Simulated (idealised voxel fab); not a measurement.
process module | voxel trench capacitor
cross-section cut | 295 nm wide | cells 5 nm
A cross-section is a grid of square cells, given in bands from the top down. A band is one or more rows of cells.
Each band's line starts with the height of the band's top and of its bottom, in nm. Then come its materials from left to right, each with its width in nm. One material with "throughout" fills the band from edge to edge. "air" is empty space.
Height 0 is the level under which the wafer as received is all one material. The lowest band goes on downwards, as in "0 down".
A width such as "30 to 40" changes by the same amount from each row of cells to the next, from the band's top row to its bottom row.
"no change" after a step means that no cell of the cross-section changed.
closed voids: empty space of 8 cells or more with no open way to the top, each as width x height at its distance from the left edge, in nm
after a step's settings: what the simulator itself notes on the step
overlay nm, on a step with a mask: how far to the right of its planned place the mask lay; to the left if negative
plan
1 op RECEIVE | material Si
2 op CONFORMAL_DEP | material SiN | thk nm 5
3 op MASKED_ETCH | tone open | mask id TRENCH | width nm 20 | pitch nm 50 | etch materials SiN | depth nm 5 | overlay nm 0
4 op MASKED_ETCH | tone open | mask id TRENCH | width nm 20 | pitch nm 50 | etch materials Si | depth nm 30 | overlay nm 0
5 op CONFORMAL_DEP | material SiO2 | thk nm 5
6 op FILL_DEP | material polySi | thk nm 10
7 op CMP | height nm 5
as received, after step 1
  0 down: Si throughout
  closed voids: none
a wafer at the end: this start, this plan, one mistake
  5 to 0: SiO2 85 | SiN 20 | SiO2 30 | SiN 20 | SiO2 30 | SiN 20 | SiO2 90
  0 down: Si throughout
  closed voids: none
what went wrong: step 3 ran as: op MASKED_ETCH | tone cover | mask id TRENCH | width nm 20 | pitch nm 50 | etch materials SiN | depth nm 5 | overlay nm 0
